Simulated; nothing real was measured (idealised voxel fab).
Name of the process module below: voxel trench capacitor
Pictured: cross-section cut, 255 nm wide, on a grid of 5 nm square cells.
How to read a cross-section here: the picture is a grid of square cells, written as bands going from the top down, and any band can span one or more rows of cells.
Within each band entry, the heights of the top and of the bottom of the band appear first, in that order and in nm; the materials of the band then follow from left to right, each with its corresponding width in nm. The designation "throughout" on a single material indicates that it fills the band from edge to edge; the designation "air" indicates empty space.
Ref level 0: as-received wafer is one material below here. Bottom band extends down with no lower bound ("0 down").
Quick explanation for "30->40": the width changes in equal steps down the rows of cells, from the first number in the band's top row to the second number in its bottom row.
Take "identical to before" at face value: in the step it is given for, the cross-section changed in none of its cells.
Empty spaces counting at least 8 cells and having no open way to the top are listed in "Fully closed voids". The notation width x height at distance is used for each, the distance being from the left edge and all three values in nm.
Post-settings text on a step line: simulator's own remark regarding the step.
Regarding "overlay nm": on a step with a mask, it is the distance the mask lay to the right of its planned place; a negative value places it to the left.

## Process steps - plan
1: RECEIVE with material Si
2: CONFORMAL_DEP with material SiN, thk nm 10
3: MASKED_ETCH with tone open, mask id TRENCH, width nm 25, pitch nm 50, etch materials SiN, depth nm 10, overlay nm -15
4: MASKED_ETCH with tone open, mask id TRENCH, width nm 25, pitch nm 50, etch materials Si, depth nm 40, overlay nm 0
5: CONFORMAL_DEP with material Al2O3, thk nm 5
6: CONFORMAL_DEP with material TiN, thk nm 5
7: FILL_DEP with material W, thk nm 5
8: CMP with height nm 10
All wafers enter the flow in the same state. The overlay nm at step 3 differs from wafer to wafer, and the plan gives the value for the first wafer.

## Received condition of the first of several wafers, sectioned: post-step 1
	0 down = Si throughout
	Fully closed voids: none

## The cross-section of the first of several wafers is given below for the end of the module, after its final step, step 8
	10 to 5 = SiN: 75 / Al2O3: 5 / TiN: 15 / Al2O3: 5 / SiN: 25 / Al2O3: 5 / TiN: 15 / Al2O3: 5 / SiN: 105
	5 to 0 = SiN: 75 / Al2O3: 25 / SiN: 25 / Al2O3: 25 / SiN: 105
	0 to -40 = Si: 90 / Al2O3: 10 / Si: 40 / Al2O3: 10 / Si: 105
	-40 down = Si throughout
	Fully closed voids: none

## The last wafer as seen in cross-section at the end of the module
	10 to 5 = SiN: 105 / Al2O3: 5 / TiN: 15 / Al2O3: 5 / SiN: 25 / Al2O3: 5 / TiN: 15 / Al2O3: 5 / SiN: 75
	5 to 0 = SiN: 105 / Al2O3: 25 / SiN: 25 / Al2O3: 25 / SiN: 75
	0 to -40 = Si: 105 / Al2O3: 10 / Si: 40 / Al2O3: 10 / Si: 90
	-40 down = Si throughout
	Fully closed voids: none

## Per wafer (row), end of module: delta in cells per material since receipt, (+) for gained, (-) for lost; closed voids after that
overlay nm -15; +46 Al2O3; -32 Si; +82 SiN; +6 TiN; Fully closed voids: none
overlay nm -10; +46 Al2O3; -48 Si; +82 SiN; +22 TiN; Fully closed voids: none
overlay nm -5; +46 Al2O3; -64 Si; +82 SiN; +38 TiN; Fully closed voids: none
overlay nm 0; +46 Al2O3; -80 Si; +82 SiN; +38 TiN; +16 W; Fully closed voids: none
overlay nm 5; +46 Al2O3; -64 Si; +82 SiN; +38 TiN; Fully closed voids: none
overlay nm 10; +46 Al2O3; -48 Si; +82 SiN; +22 TiN; Fully closed voids: none
overlay nm 15; +46 Al2O3; -32 Si; +82 SiN; +6 TiN; Fully closed voids: none
